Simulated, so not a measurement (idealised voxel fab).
Process module under the name voxel wiring stack
The width of the displayed cross-section, cut, is 165 nm; its cells are square, with a size of 5 nm.
In what follows, cross-sections appear as grids of square cells, described through bands that run from the top down, where every band is one or more rows of cells. It is stipulated that each band's entry specify, in nanometres, the height of the top of the band and then that of its bottom, followed by the materials of the band in left-to-right sequence, each together with its width in nanometres. A single material marked by the word "all across" is understood to fill the band from edge to edge; the word "empty" is understood to denote empty space. Basically, 0 is our baseline, since under it the wafer straight out of the box is all one material. The bottom band has no lower end and keeps on going down, so it looks like "0 nm and below". A width such as "30..40" changes by the same amount from each row of cells to the next, from the band's top row to its bottom row. Step note "all unchanged" = no cross-section cell changed. "Closed void listing" contains a list of empty spaces, each no smaller than 8 cells and without an open way to the top, written in the form width x height at distance with the distance from the left edge and all three in nm. What comes after the settings on a step's line is commentary from the simulator itself on that step. What "overlay nm" on a step's line means: if the step has a mask, that mask lay this far to the right of its planned place, or, when the value is negative, to the left.
THE FOLLOWING LIST GIVES THE PLANNED PROCESS STEPS
step 1: RECEIVE,material Si
step 2: CONFORMAL_DEP,material SiO2,thk nm 10
step 3: DIRECTIONAL_DEP,material TiN,thk nm 5
step 4: DIRECTIONAL_DEP,material W,thk nm 25
step 5: PATTERN,tone cover,mask id METAL_1,material resist,width nm 20,pitch nm 40,thk nm 15,overlay nm 0
step 6: DIRECTIONAL_ETCH,etch materials W,depth nm 25
step 7: DIRECTIONAL_ETCH,etch materials TiN,depth nm 5
step 8: STRIP,etch materials resist
step 9: CONFORMAL_DEP,material SiCN,thk nm 5
step 10: FILL_DEP,material lowk,thk nm 10
step 11: CMP,height nm 40
step 12: CONFORMAL_DEP,material SiCN,thk nm 5
step 13: DIRECTIONAL_DEP,material SiO2,thk nm 20
step 14: DIRECTIONAL_DEP,material aC,thk nm 10
step 15: PATTERN,tone open,mask id PLUG_1,material resist,width nm 15,pitch nm 40,thk nm 25,overlay nm 0
step 16: DIRECTIONAL_ETCH,etch materials aC,depth nm 10
step 17: STRIP,etch materials resist
step 18: DIRECTIONAL_ETCH,etch materials SiO2,depth nm 20
step 19: DIRECTIONAL_ETCH,etch materials SiCN,depth nm 5
step 20: STRIP,etch materials aC
step 21: CONFORMAL_DEP,material TiN,thk nm 5
step 22: FILL_DEP,material Cu,thk nm 10
step 23: CMP,height nm 65
step 24: DIRECTIONAL_DEP,material TiN,thk nm 5
step 25: DIRECTIONAL_DEP,material Ru,thk nm 15
step 26: PATTERN,tone cover,mask id METAL_2,material resist,width nm 20,pitch nm 40,thk nm 20,overlay nm 0
step 27: DIRECTIONAL_ETCH,etch materials Ru,depth nm 15
step 28: DIRECTIONAL_ETCH,etch materials TiN,depth nm 5
step 29: STRIP,etch materials resist
step 30: FILL_DEP,material lowk,thk nm 10
step 31: CMP,height nm 85
step 32: CONFORMAL_DEP,material SiCN,thk nm 5
step 33: DIRECTIONAL_DEP,material lowk,thk nm 20
step 34: PATTERN,tone open,mask id PLUG_2,material resist,width nm 15,pitch nm 40,thk nm 15,overlay nm 0
step 35: DIRECTIONAL_ETCH,etch materials lowk,depth nm 20
step 36: DIRECTIONAL_ETCH,etch materials SiCN,depth nm 5
step 37: STRIP,etch materials resist
step 38: EPI,material Ru,thk nm 10
step 39: EPI,material Ru,thk nm 10
step 40: EPI,material Ru,thk nm 5
step 41: DIRECTIONAL_DEP,material TiN,thk nm 5
step 42: DIRECTIONAL_DEP,material Ru,thk nm 15
step 43: DIRECTIONAL_DEP,material aC,thk nm 10
step 44: PATTERN,tone cover,mask id METAL_3,material resist,width nm 20,pitch nm 40,thk nm 25,overlay nm 0
step 45: DIRECTIONAL_ETCH,etch materials aC,depth nm 10
step 46: STRIP,etch materials resist
step 47: DIRECTIONAL_ETCH,etch materials Ru,depth nm 15
step 48: DIRECTIONAL_ETCH,etch materials TiN,depth nm 5
step 49: STRIP,etch materials aC
step 50: CONFORMAL_DEP,material SiN,thk nm 5
step 51: FILL_DEP,material SiO2,thk nm 10
step 52: CMP,height nm 130
step 53: CONFORMAL_DEP,material SiCN,thk nm 5
step 54: DIRECTIONAL_DEP,material lowk,thk nm 20
step 55: MASKED_ETCH,tone open,mask id PLUG_3,width nm 15,pitch nm 40,etch materials lowk,depth nm 20,overlay nm 0
step 56: MASKED_ETCH,tone open,mask id PLUG_3,width nm 15,pitch nm 40,etch materials SiCN,depth nm 5,overlay nm 0
step 57: EPI,material Ru,thk nm 10
step 58: EPI,material Ru,thk nm 10
step 59: EPI,material Ru,thk nm 5
step 60: DIRECTIONAL_DEP,material TiN,thk nm 5
step 61: DIRECTIONAL_DEP,material W,thk nm 15
step 62: MASKED_ETCH,tone cover,mask id METAL_4,width nm 20,pitch nm 40,etch materials W,depth nm 15,overlay nm 0
step 63: MASKED_ETCH,tone cover,mask id METAL_4,width nm 20,pitch nm 40,etch materials TiN,depth nm 5,overlay nm 0
step 64: FILL_DEP,material SiO2,thk nm 10
step 65: CMP,height nm 175
step 66: CONFORMAL_DEP,material SiCN,thk nm 5
WAFER CROSS-SECTION ON RECEIPT, I.E. AFTER STEP 1
	0 nm and below | Si all across
	Closed void listing: none
STARTING WAFER: ABOVE. PLAN: ABOVE. RUN: ONE MISTAKE. CROSS-SECTION AFTER THE MODULE: BELOW
	180 nm to 175 nm | SiCN all across
	175 nm to 160 nm | 30 SiO2; 20 W; 20 SiO2; 20 W; 20 SiO2; 20 W; 35 SiO2
	160 nm to 155 nm | 20 SiO2; 30 TiN; 10 SiO2; 30 TiN; 10 SiO2; 30 TiN; 35 SiO2
	155 nm to 135 nm | 30 lowk; 15 Ru; 25 lowk; 15 Ru; 25 lowk; 15 Ru; 40 lowk
	135 nm to 130 nm | 30 SiCN; 15 Ru; 25 SiCN; 15 Ru; 25 SiCN; 15 Ru; 40 SiCN
	130 nm to 115 nm | 25 SiO2; 5 SiN; 20 Ru; 5 SiN; 10 SiO2; 5 SiN; 20 Ru; 5 SiN; 10 SiO2; 5 SiN; 20 Ru; 5 SiN; 30 SiO2
	115 nm to 110 nm | 30 SiN; 20 TiN; 20 SiN; 20 TiN; 20 SiN; 20 TiN; 35 SiN
	110 nm to 90 nm | 30 lowk; 15 Ru; 25 lowk; 15 Ru; 25 lowk; 15 Ru; 40 lowk
	90 nm to 85 nm | 30 SiCN; 15 Ru; 25 SiCN; 15 Ru; 25 SiCN; 15 Ru; 40 SiCN
	85 nm to 70 nm | 30 lowk; 20 Ru; 20 lowk; 20 Ru; 20 lowk; 20 Ru; 35 lowk
	70 nm to 65 nm | 30 lowk; 20 TiN; 20 lowk; 20 TiN; 20 lowk; 20 TiN; 35 lowk
	65 nm to 45 nm | 30 SiO2; 5 TiN; 5 Cu; 5 TiN; 25 SiO2; 5 TiN; 5 Cu; 5 TiN; 25 SiO2; 5 TiN; 5 Cu; 5 TiN; 40 SiO2
	45 nm to 40 nm | 30 SiCN; 15 TiN; 25 SiCN; 15 TiN; 25 SiCN; 15 TiN; 40 SiCN
	40 nm to 15 nm | 25 lowk; 5 SiCN; 20 W; 5 SiCN; 10 lowk; 5 SiCN; 20 W; 5 SiCN; 10 lowk; 5 SiCN; 20 W; 5 SiCN; 30 lowk
	15 nm to 10 nm | 30 SiCN; 20 TiN; 20 SiCN; 20 TiN; 20 SiCN; 20 TiN; 35 SiCN
	10 nm to 0 nm | SiO2 all across
	0 nm and below | Si all across
	Closed void listing: none
Run error: contrary to plan, step 63 was performed as MASKED_ETCH,tone cover,mask id METAL_4,width nm 20,pitch nm 40,etch materials TiN,depth nm 5,overlay nm -10
